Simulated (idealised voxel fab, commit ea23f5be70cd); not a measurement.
process module | voxel transistor to metal
cross-section cut | 215 nm wide | cells 5 nm
A cross-section is a grid of square cells, given in bands from the top down. A band is one or more rows of cells.
Each band's line starts with the height of the band's top and of its bottom, in nm. Then come its materials from left to right, each with its width in nm. One material with "throughout" fills the band from edge to edge. "air" is empty space.
Height 0 is the level under which the wafer as received is all one material. The lowest band goes on downwards, as in "0 down".
A width such as "30 to 40" changes by the same amount from each row of cells to the next, from the band's top row to its bottom row.
"no change" after a step means that no cell of the cross-section changed.
closed voids: empty space of 8 cells or more with no open way to the top, each as width x height at its distance from the left edge, in nm
after a step's settings: what the simulator itself notes on the step
overlay nm, on a step with a mask: how far to the right of its planned place the mask lay; to the left if negative
plan
1 op RECEIVE | material Si
2 op OXIDIZE | depth nm 5
3 op CONFORMAL_DEP | material SiN | thk nm 10
4 op DIRECTIONAL_DEP | material aC | thk nm 10
5 op PATTERN | tone cover | mask id ACTIVE | material resist | width nm 110 | thk nm 25 | overlay nm 0
6 op DIRECTIONAL_ETCH | etch materials aC | depth nm 10
7 op STRIP | etch materials resist
8 op DIRECTIONAL_ETCH | etch materials SiN | depth nm 10
9 op DIRECTIONAL_ETCH | etch materials SiO2 | depth nm 5
10 op DIRECTIONAL_ETCH | etch materials Si | depth nm 35
11 op STRIP | etch materials aC
12 op OXIDIZE | depth nm 5
13 op FILL_DEP | material SiO2 | thk nm 10
14 op CMP | height nm 10
15 op SELECTIVE_ETCH | etch materials SiO2 | depth nm 10
16 op STRIP | etch materials SiN
17 op SELECTIVE_ETCH | etch materials SiO2 | depth nm 5
18 op OXIDIZE | depth nm 5
19 op DIRECTIONAL_DEP | material polySi | thk nm 25
20 op DIRECTIONAL_DEP | material SiCN | thk nm 10
21 op MASKED_ETCH | tone cover | mask id GATE | width nm 30 | etch materials SiCN | depth nm 20 | overlay nm 0
22 op MASKED_ETCH | tone cover | mask id GATE | width nm 30 | etch materials polySi | depth nm 35 | overlay nm 0
23 op CONFORMAL_DEP | material SiO2 | thk nm 5
24 op DIRECTIONAL_ETCH | etch materials SiO2 | depth nm 5
25 op CONFORMAL_DEP | material SiN | thk nm 5
26 op DIRECTIONAL_ETCH | etch materials SiN | depth nm 5
27 op DIRECTIONAL_ETCH | etch materials SiO2 | depth nm 5
28 op DIRECTIONAL_ETCH | etch materials Si | depth nm 15
29 op EPI | material SiGe | thk nm 20
30 op FILL_DEP | material SiO2 | thk nm 5
31 op CMP | height nm 20
32 op STRIP | etch materials polySi
33 op SELECTIVE_ETCH | etch materials SiO2 | depth nm 5
34 op CONFORMAL_DEP | material HfO2 | thk nm 5
35 op CONFORMAL_DEP | material TiN | thk nm 5
36 op FILL_DEP | material W | thk nm 10
37 op CMP | height nm 15
38 op DIRECTIONAL_DEP | material SiO2 | thk nm 10
39 op PATTERN | tone open | mask id CONTACT | material resist | width nm 15 | pitch nm 75 | thk nm 15 | overlay nm 0
40 op DIRECTIONAL_ETCH | etch materials SiO2 | depth nm 15
41 op STRIP | etch materials resist
42 op CONFORMAL_DEP | material TiN | thk nm 5
43 op FILL_DEP | material W | thk nm 10
44 op CMP | height nm 25
45 op CONFORMAL_DEP | material SiCN | thk nm 5
46 op DIRECTIONAL_DEP | material lowk | thk nm 25
47 op MASKED_ETCH | tone open | mask id METAL_1 | width nm 15 | pitch nm 75 | etch materials lowk | depth nm 25 | overlay nm 0
48 op MASKED_ETCH | tone open | mask id METAL_1 | width nm 15 | pitch nm 75 | etch materials SiCN | depth nm 5 | overlay nm 0
49 op CONFORMAL_DEP | material TiN | thk nm 5
50 op FILL_DEP | material W | thk nm 10
51 op CMP | height nm 55
52 op CONFORMAL_DEP | material SiCN | thk nm 5
varied across the wafers: thk nm of step 23. The plan shows the first wafer's value. All wafers start alike
first wafer as received, after step 1
  0 down: Si throughout
  closed voids: none
first wafer at the end, after step 52
  60 to 55: SiCN throughout
  55 to 30: lowk 60 | TiN 5 | W 5 | TiN 5 | lowk 60 | TiN 5 | W 5 | TiN 5 | lowk 65
  30 to 25: SiCN 60 | TiN 15 | SiCN 60 | TiN 15 | SiCN 65
  25 to 15: SiO2 60 | TiN 5 | W 5 | TiN 5 | SiO2 60 | TiN 5 | W 5 | TiN 5 | SiO2 65
  15 to 10: SiO2 60 | TiN 15 | SiO2 5 | SiN 5 | HfO2 5 | TiN 5 | W 20 | TiN 5 | HfO2 5 | SiN 5 | SiO2 5 | TiN 15 | SiO2 65
  10 to 0: SiO2 60 | SiGe 20 | SiN 5 | HfO2 5 | TiN 5 | W 20 | TiN 5 | HfO2 5 | SiN 5 | SiGe 20 | SiO2 65
  0 to -5: SiO2 60 | SiGe 20 | SiN 5 | HfO2 5 | TiN 30 | HfO2 5 | SiN 5 | SiGe 20 | SiO2 65
  -5 to -10: SiO2 50 | SiGe 30 | SiO2 5 | HfO2 40 | SiO2 5 | SiGe 30 | SiO2 55
  -10 to -25: SiO2 55 | SiGe 25 | Si 50 | SiGe 25 | SiO2 60
  -25 to -45: SiO2 55 | Si 100 | SiO2 60
  -45 down: Si throughout
  closed voids: none
last wafer at the end
  60 to 55: SiCN throughout
  55 to 30: lowk 60 | TiN 5 | W 5 | TiN 5 | lowk 60 | TiN 5 | W 5 | TiN 5 | lowk 65
  30 to 25: SiCN 60 | TiN 15 | SiCN 60 | TiN 15 | SiCN 65
  25 to 20: SiO2 60 | TiN 5 | W 5 | TiN 5 | SiO2 60 | TiN 5 | W 5 | TiN 5 | SiO2 65
  20 to 15: SiO2 60 | TiN 15 | SiO2 60 | TiN 15 | SiO2 65
  15 to 10: SiO2 60 | TiN 5 | SiN 5 | TiN 5 | SiO2 10 | HfO2 5 | TiN 5 | W 20 | TiN 5 | HfO2 5 | SiO2 10 | TiN 5 | SiN 5 | TiN 5 | SiO2 65
  10 to 0: SiO2 85 | HfO2 5 | TiN 5 | W 20 | TiN 5 | HfO2 5 | SiO2 90
  0 to -5: SiO2 85 | HfO2 5 | TiN 30 | HfO2 5 | SiO2 90
  -5 to -10: SiO2 85 | HfO2 40 | SiO2 90
  -10 to -45: SiO2 55 | Si 100 | SiO2 60
  -45 down: Si throughout
  closed voids: none
each wafer at the end: cells of each material gained (+) or lost (-) since it was received, then its closed voids
thk nm 5 | +16 HfO2 | -277 Si | +80 SiCN | +66 SiGe | +8 SiN | +360 SiO2 | +52 TiN | +26 W | +185 lowk | closed voids: none
thk nm 10 | +16 HfO2 | -247 Si | +80 SiCN | +6 SiN | +398 SiO2 | +52 TiN | +26 W | +185 lowk | closed voids: none
thk nm 15 | +16 HfO2 | -247 Si | +80 SiCN | +4 SiN | +402 SiO2 | +52 TiN | +24 W | +185 lowk | closed voids: none
thk nm 20 | +16 HfO2 | -247 Si | +80 SiCN | +2 SiN | +404 SiO2 | +52 TiN | +24 W | +185 lowk | closed voids: none
